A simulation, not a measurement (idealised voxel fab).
Process module under the name voxel gate over fins
Section shown: cut. Width: 285 nm. Cell size: 5 nm, square.
Cross-section format: a grid of square cells, given as bands from top to bottom; each band is one or more rows of cells.
Within each band entry, the heights of the top and of the bottom of the band appear first, in that order and in nm; the materials of the band then follow from left to right, each with its corresponding width in nm. The designation "edge to edge" on a single material indicates that it fills the band from edge to edge; the designation "empty" indicates empty space.
The reference from which all heights are counted is 0, the level beneath which the as-received wafer is entirely one material; the lowest band, having no lower bound, proceeds downward and is written after the example "top 0, no bottom".
Width spec "30->40" -> top row of cells at first value, bottom row at second value, equal per-row change in between.
What does "no change" mean for a step? It means no cell of the cross-section changed in that step.
"Enclosed voids" contains a list of empty spaces, each no smaller than 8 cells and without an open way to the top, written in the form width x height at distance with the distance from the left edge and all three in nm.
Post-settings text on a step line: simulator's own remark regarding the step.
overlay nm: mask offset rightward from planned place, masked step; negative means leftward offset.

The planned process steps are enumerated hereunder
1) RECEIVE [material Si]
2) CONFORMAL_DEP [material SiN] [thk nm 5]
3) MASKED_ETCH [tone cover] [mask id FINS] [width nm 15] [pitch nm 55] [etch materials SiN] [depth nm 5] [overlay nm 0]
4) MASKED_ETCH [tone cover] [mask id FINS] [width nm 15] [pitch nm 55] [etch materials Si] [depth nm 40] [overlay nm 0]
5) OXIDIZE [depth nm 5]
6) FILL_DEP [material SiO2] [thk nm 15]
7) CMP [height nm 5]
8) MASKED_ETCH [tone open] [mask id RAIL] [width nm 15] [etch materials SiO2] [depth nm 40] [overlay nm 0]
9) CONFORMAL_DEP [material TiN] [thk nm 5]
10) FILL_DEP [material W] [thk nm 5]
11) CMP [height nm 5]
12) SELECTIVE_ETCH [etch materials W Ru TiN] [depth nm 25]
13) FILL_DEP [material SiO2] [thk nm 5]
14) CMP [height nm 5]
15) SELECTIVE_ETCH [etch materials SiO2] [depth nm 20]
16) STRIP [etch materials SiN]
17) CONFORMAL_DEP [material HfO2] [thk nm 5]
18) CONFORMAL_DEP [material TiN] [thk nm 5]
19) FILL_DEP [material W] [thk nm 15]
20) CMP [height nm 20]
21) CONFORMAL_DEP [material SiCN] [thk nm 5]

Cross-section of the wafer at receipt, which is the condition after step 1
> top 0, no bottom | Si edge to edge
> Enclosed voids: none

End-of-module XS, first of two wafers, run as planned
> top 25, bottom 20 | SiCN edge to edge
> top 20, bottom 10 | W edge to edge
> top 10, bottom 5 | W (45)  TiN (25)  W (30)  TiN (25)  W (30)  TiN (25)  W (30)  TiN (25)  W (50)
> top 5, bottom 0 | W (45)  TiN (5)  HfO2 (15)  TiN (5)  W (30)  TiN (5)  HfO2 (15)  TiN (5)  W (30)  TiN (5)  HfO2 (15)  TiN (5)  W (30)  TiN (5)  HfO2 (15)  TiN (5)  W (50)
> top 0, bottom -5 | W (45)  TiN (5)  HfO2 (5)  Si (5)  HfO2 (5)  TiN (5)  W (30)  TiN (5)  HfO2 (5)  Si (5)  HfO2 (5)  TiN (5)  W (30)  TiN (5)  HfO2 (5)  Si (5)  HfO2 (5)  TiN (5)  W (30)  TiN (5)  HfO2 (5)  Si (5)  HfO2 (5)  TiN (5)  W (50)
> top -5, bottom -10 | TiN (50)  HfO2 (5)  Si (5)  HfO2 (5)  TiN (40)  HfO2 (5)  Si (5)  HfO2 (5)  TiN (40)  HfO2 (5)  Si (5)  HfO2 (5)  TiN (40)  HfO2 (5)  Si (5)  HfO2 (5)  TiN (55)
> top -10, bottom -15 | HfO2 (55)  Si (5)  HfO2 (50)  Si (5)  HfO2 (50)  Si (5)  HfO2 (50)  Si (5)  HfO2 (60)
> top -15, bottom -20 | SiO2 (55)  Si (5)  SiO2 (50)  Si (5)  SiO2 (50)  Si (5)  SiO2 (50)  Si (5)  SiO2 (60)
> top -20, bottom -30 | SiO2 (55)  Si (5)  SiO2 (15)  TiN (5)  W (5)  TiN (5)  SiO2 (20)  Si (5)  SiO2 (50)  Si (5)  SiO2 (50)  Si (5)  SiO2 (60)
> top -30, bottom -35 | SiO2 (55)  Si (5)  SiO2 (15)  TiN (15)  SiO2 (20)  Si (5)  SiO2 (50)  Si (5)  SiO2 (50)  Si (5)  SiO2 (60)
> top -35, bottom -45 | SiO2 (55)  Si (5)  SiO2 (50)  Si (5)  SiO2 (50)  Si (5)  SiO2 (50)  Si (5)  SiO2 (60)
> top -45, no bottom | Si edge to edge
> Enclosed voids: none

Wafer two (of two), end-of-module cross-section: start = wafer one, plan = wafer one, one run mistake
> top 25, bottom 20 | SiCN edge to edge
> top 20, bottom 10 | W edge to edge
> top 10, bottom 5 | W (45)  HfO2 (25)  W (30)  HfO2 (25)  W (30)  HfO2 (25)  W (30)  HfO2 (25)  W (50)
> top 5, bottom 0 | W (45)  HfO2 (5)  TiN (15)  HfO2 (5)  W (30)  HfO2 (5)  TiN (15)  HfO2 (5)  W (30)  HfO2 (5)  TiN (15)  HfO2 (5)  W (30)  HfO2 (5)  TiN (15)  HfO2 (5)  W (50)
> top 0, bottom -5 | W (45)  HfO2 (5)  TiN (5)  Si (5)  TiN (5)  HfO2 (5)  W (30)  HfO2 (5)  TiN (5)  Si (5)  TiN (5)  HfO2 (5)  W (30)  HfO2 (5)  TiN (5)  Si (5)  TiN (5)  HfO2 (5)  W (30)  HfO2 (5)  TiN (5)  Si (5)  TiN (5)  HfO2 (5)  W (50)
> top -5, bottom -10 | HfO2 (50)  TiN (5)  Si (5)  TiN (5)  HfO2 (40)  TiN (5)  Si (5)  TiN (5)  HfO2 (40)  TiN (5)  Si (5)  TiN (5)  HfO2 (40)  TiN (5)  Si (5)  TiN (5)  HfO2 (55)
> top -10, bottom -15 | TiN (55)  Si (5)  TiN (50)  Si (5)  TiN (50)  Si (5)  TiN (50)  Si (5)  TiN (60)
> top -15, bottom -20 | SiO2 (55)  Si (5)  SiO2 (50)  Si (5)  SiO2 (50)  Si (5)  SiO2 (50)  Si (5)  SiO2 (60)
> top -20, bottom -30 | SiO2 (55)  Si (5)  SiO2 (15)  TiN (5)  W (5)  TiN (5)  SiO2 (20)  Si (5)  SiO2 (50)  Si (5)  SiO2 (50)  Si (5)  SiO2 (60)
> top -30, bottom -35 | SiO2 (55)  Si (5)  SiO2 (15)  TiN (15)  SiO2 (20)  Si (5)  SiO2 (50)  Si (5)  SiO2 (50)  Si (5)  SiO2 (60)
> top -35, bottom -45 | SiO2 (55)  Si (5)  SiO2 (50)  Si (5)  SiO2 (50)  Si (5)  SiO2 (50)  Si (5)  SiO2 (60)
> top -45, no bottom | Si edge to edge
> Enclosed voids: none
Diagnosis: steps 17 and 18 traded places in the executed sequence
Matching per-material cell counts, mismatched positions: that is how the second wafer compares with the first at the end.
